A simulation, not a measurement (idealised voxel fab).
Module name: voxel capacitor over wiring (process module)
The width of the displayed cross-section, cut, is 270 nm; its cells are square, with a size of 5 nm.
A cross-section in this document is a grid of square cells, and it is written down as bands, the top band listed before the ones below it; a band is made up of one or more rows of cells. Each band's line starts with the height of the band's top and of its bottom, in nm. Then come its materials from left to right, each with its width in nm. One material with "full width" fills the band from edge to edge. "air" is empty space. Note: height 0 marks the level under which the wafer is uniformly one material as received. Lowest band unbounded below, written "0 down". The expression "30->40" gives the width at the extremes of the band, the first number at its top row of cells and the second at its bottom row, with the width changing by equal amounts from each row to the next in between. For the purposes of this document, the phrase "identical to before" attached to a step denotes that no cell within the cross-section was modified by that step. Closed-off voids of 8+ cells (no open route to the top) go in "Cavities, closed", written width x height at distance from the left edge, in nm. Text after the settings on a step's line: the simulator's own remark on that step. overlay nm: for a step with a mask, the amount by which the mask lay right of where it was planned; a negative amount means left of it.
The following list gives the planned process steps
1) RECEIVE with material Si
2) CONFORMAL_DEP with material SiO2, thk nm 10
3) CONFORMAL_DEP with material SiN, thk nm 5
4) DIRECTIONAL_DEP with material SiO2, thk nm 20
5) MASKED_ETCH with tone open, mask id METAL_1, width nm 20, pitch nm 85, etch materials SiO2, depth nm 20, overlay nm 0
6) MASKED_ETCH with tone open, mask id METAL_1, width nm 20, pitch nm 85, etch materials SiN, depth nm 5, overlay nm 0
7) CONFORMAL_DEP with material TiN, thk nm 5
8) FILL_DEP with material Cu, thk nm 10
9) CMP with height nm 35
10) CONFORMAL_DEP with material SiCN, thk nm 5
11) DIRECTIONAL_DEP with material lowk, thk nm 20
12) DIRECTIONAL_DEP with material aC, thk nm 15
13) PATTERN with tone open, mask id PLUG_1, material resist, width nm 15, thk nm 35, overlay nm 0
14) DIRECTIONAL_ETCH with etch materials aC, depth nm 15
15) STRIP with etch materials resist
16) DIRECTIONAL_ETCH with etch materials lowk, depth nm 20
17) DIRECTIONAL_ETCH with etch materials SiCN, depth nm 5
18) STRIP with etch materials aC
19) CONFORMAL_DEP with material TiN, thk nm 5
20) FILL_DEP with material Ru, thk nm 5
21) CMP with height nm 60
22) DIRECTIONAL_DEP with material TiN, thk nm 10
23) DIRECTIONAL_DEP with material HfO2, thk nm 5
24) DIRECTIONAL_DEP with material TiN, thk nm 5
25) DIRECTIONAL_DEP with material aC, thk nm 10
26) PATTERN with tone cover, mask id UPPER_PLATE, material resist, width nm 70, thk nm 25, overlay nm 0
27) DIRECTIONAL_ETCH with etch materials aC, depth nm 10
28) STRIP with etch materials resist
29) DIRECTIONAL_ETCH with etch materials TiN, depth nm 5
30) DIRECTIONAL_ETCH with etch materials HfO2, depth nm 5
31) STRIP with etch materials aC
32) DIRECTIONAL_DEP with material aC, thk nm 15
33) PATTERN with tone cover, mask id LOWER_PLATE, material resist, width nm 80, thk nm 30, overlay nm 0
34) DIRECTIONAL_ETCH with etch materials aC, depth nm 15
35) STRIP with etch materials resist
36) DIRECTIONAL_ETCH with etch materials TiN, depth nm 10
37) STRIP with etch materials aC
38) FILL_DEP with material SiO2, thk nm 20
39) CMP with height nm 95
40) PATTERN with tone open, mask id PLUG_2, material resist, width nm 15, thk nm 15, overlay nm 0
41) DIRECTIONAL_ETCH with etch materials SiO2, depth nm 15
42) STRIP with etch materials resist
43) CONFORMAL_DEP with material TiN, thk nm 5
44) FILL_DEP with material Cu, thk nm 10
45) CMP with height nm 95
46) CONFORMAL_DEP with material SiCN, thk nm 5
Delivered wafer in cross-section: state after step 1
0 down = Si full width
Cavities, closed: none
first wafer at the end, as planned
100 to 95 = SiCN full width
95 to 85 = SiO2 (95), TiN (5), Cu (5), TiN (5), SiO2 (160)
85 to 75 = SiO2 (95->85), TiN (15->70), SiO2 (160->115)
75 to 70 = SiO2 (85), HfO2 (70), SiO2 (115)
70 to 60 = SiO2 (80), TiN (80), SiO2 (110)
60 to 40 = lowk (85), TiN (5), Ru (5), TiN (5), lowk (170)
40 to 35 = SiCN (85), TiN (15), SiCN (170)
35 to 15 = SiO2 (80), TiN (5), Cu (10), TiN (5), SiO2 (65), TiN (5), Cu (10), TiN (5), SiO2 (85)
15 to 10 = SiN (80), TiN (20), SiN (65), TiN (20), SiN (85)
10 to 0 = SiO2 full width
0 down = Si full width
Cavities, closed: none
Cross-sectional view: second of two wafers, end of module; start and plan identical to the first, one mistake in running
100 to 95 = SiCN full width
95 to 85 = SiO2 (95), TiN (5), Cu (5), TiN (5), SiO2 (160)
85 to 75 = SiO2 (95->85), TiN (15->70), SiO2 (160->115)
75 to 70 = SiO2 (85), HfO2 (70), SiO2 (115)
70 to 60 = SiO2 (80), TiN (80), SiO2 (110)
60 to 40 = lowk (85), TiN (5), Ru (5), TiN (5), lowk (170)
40 to 35 = SiCN (85), TiN (15), SiCN (170)
35 to 30 = Cu full width
30 to 25 = TiN (85), Cu (10), TiN (75), Cu (10), TiN (90)
25 to 5 = SiO2 (80), TiN (5), Cu (10), TiN (5), SiO2 (65), TiN (5), Cu (10), TiN (5), SiO2 (85)
5 to 0 = SiN (80), TiN (20), SiN (65), TiN (20), SiN (85)
0 down = Si full width
Cavities, closed: none
Error vs. plan: step 2 in the plan did not get run; it was skipped
Final cells, second wafer relative to first, materials higher or lower: +58 Cu | -108 SiO2 | +50 TiN
